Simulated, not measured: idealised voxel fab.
The following is a process module called voxel wiring stack.
It is cross-section cut that appears here, measuring 240 nm in width, its square cells being 5 nm in size.
This document writes a cross-section as a grid whose cells are square, and gives it as bands, listed from the top down; one or more rows of cells form a band.
The entry gives the band's vertical extent as a top height and a bottom height in nm, then its horizontal make-up as materials from left to right, each with a width in nm. "empty" stands for empty space; a single material marked "full width" fills the band edge to edge.
Beneath 0, the wafer as received is one material, and that level is where height counting begins. The lowest band goes on downward without a bottom; it is written like "0 down".
With a width like "30..40", each row of cells in the band differs from the next by the same amount, the top row carrying the first number and the bottom row the second.
A step reported as "no change occurred" is a step in which no cell of the cross-section changed.
The list in "Sealed void list" covers empty spaces of 8 cells or more that cannot reach the top through any open way, and it gives each as width x height at distance; the distance is from the left edge, and width, height and distance are in nm.
Post-settings text on a step line: simulator's own remark regarding the step.
What "overlay nm" on a step's line means: if the step has a mask, that mask lay this far to the right of its planned place, or, when the value is negative, to the left.

BELOW IS THE LIST OF PLANNED PROCESS STEPS
1) RECEIVE,material Si
2) CONFORMAL_DEP,material SiO2,thk nm 15
3) DIRECTIONAL_DEP,material TiN,thk nm 5
4) DIRECTIONAL_DEP,material Ru,thk nm 25
5) PATTERN,tone cover,mask id METAL_1,material resist,width nm 25,pitch nm 45,thk nm 20,overlay nm 0
6) DIRECTIONAL_ETCH,etch materials Ru,depth nm 25
7) DIRECTIONAL_ETCH,etch materials TiN,depth nm 5
8) STRIP,etch materials resist
9) FILL_DEP,material lowk,thk nm 10
10) CMP,height nm 45
11) CONFORMAL_DEP,material SiCN,thk nm 5
12) DIRECTIONAL_DEP,material lowk,thk nm 25
13) DIRECTIONAL_DEP,material aC,thk nm 10
14) PATTERN,tone open,mask id METAL_2_HOLES,material resist,width nm 15,pitch nm 45,thk nm 25,overlay nm 0
15) DIRECTIONAL_ETCH,etch materials aC,depth nm 10
16) STRIP,etch materials resist
17) DIRECTIONAL_ETCH,etch materials lowk,depth nm 25
18) STRIP,etch materials aC
19) MASKED_ETCH,tone open,mask id METAL_2,width nm 25,pitch nm 45,etch materials lowk,depth nm 15,overlay nm 0
20) MASKED_ETCH,tone open,mask id METAL_2,width nm 25,pitch nm 45,etch materials SiCN,depth nm 5,overlay nm 0
21) CONFORMAL_DEP,material TiN,thk nm 5
22) FILL_DEP,material Cu,thk nm 10
23) CMP,height nm 75
24) CONFORMAL_DEP,material SiCN,thk nm 5

CROSS-SECTION OF THE WAFER UPON ARRIVAL, REPRESENTING THE STATE REACHED AFTER STEP 1
	0 down: Si full width
	Sealed void list: none

POST-MODULE CROSS-SECTION OF THE FIRST OF TWO WAFERS (RUN PER PLAN)
	80 to 75: SiCN full width
	75 to 65: lowk=40, then TiN=5, then Cu=15, then TiN=5, then lowk=20, then TiN=5, then Cu=15, then TiN=5, then lowk=20, then TiN=5, then Cu=15, then TiN=5, then lowk=20, then TiN=5, then Cu=15, then TiN=5, then lowk=40
	65 to 60: lowk=40, then TiN=5, then Cu=5, then TiN=15, then lowk=20, then TiN=5, then Cu=5, then TiN=15, then lowk=20, then TiN=5, then Cu=5, then TiN=15, then lowk=20, then TiN=5, then Cu=5, then TiN=15, then lowk=40
	60 to 50: lowk=40, then TiN=5, then Cu=5, then TiN=5, then lowk=30, then TiN=5, then Cu=5, then TiN=5, then lowk=30, then TiN=5, then Cu=5, then TiN=5, then lowk=30, then TiN=5, then Cu=5, then TiN=5, then lowk=50
	50 to 45: SiCN=40, then TiN=15, then SiCN=30, then TiN=15, then SiCN=30, then TiN=15, then SiCN=30, then TiN=15, then SiCN=50
	45 to 20: lowk=40, then Ru=25, then lowk=20, then Ru=25, then lowk=20, then Ru=25, then lowk=20, then Ru=25, then lowk=40
	20 to 15: lowk=40, then TiN=25, then lowk=20, then TiN=25, then lowk=20, then TiN=25, then lowk=20, then TiN=25, then lowk=40
	15 to 0: SiO2 full width
	0 down: Si full width
	Sealed void list: none

MODULE END: CROSS-SECTION OF WAFER TWO OF TWO. SAME START AND PROCESS PLAN AS THE FIRST WAFER. ONE MISTAKE DURING EXECUTION
	80 to 75: SiCN full width
	75 to 70: SiCN=40, then TiN=25, then SiCN=20, then TiN=25, then SiCN=20, then TiN=25, then SiCN=20, then TiN=25, then SiCN=40
	70 to 45: lowk full width
	45 to 20: lowk=40, then Ru=25, then lowk=20, then Ru=25, then lowk=20, then Ru=25, then lowk=20, then Ru=25, then lowk=40
	20 to 15: lowk=40, then TiN=25, then lowk=20, then TiN=25, then lowk=20, then TiN=25, then lowk=20, then TiN=25, then lowk=40
	15 to 0: SiO2 full width
	0 down: Si full width
	Sealed void list: none
Plan not followed: steps 11 and 12: order swapped relative to plan
The final cell counts differ between the wafers, with the second having more or fewer of some materials than the first: -36 Cu; -8 SiCN; -40 TiN; +84 lowk
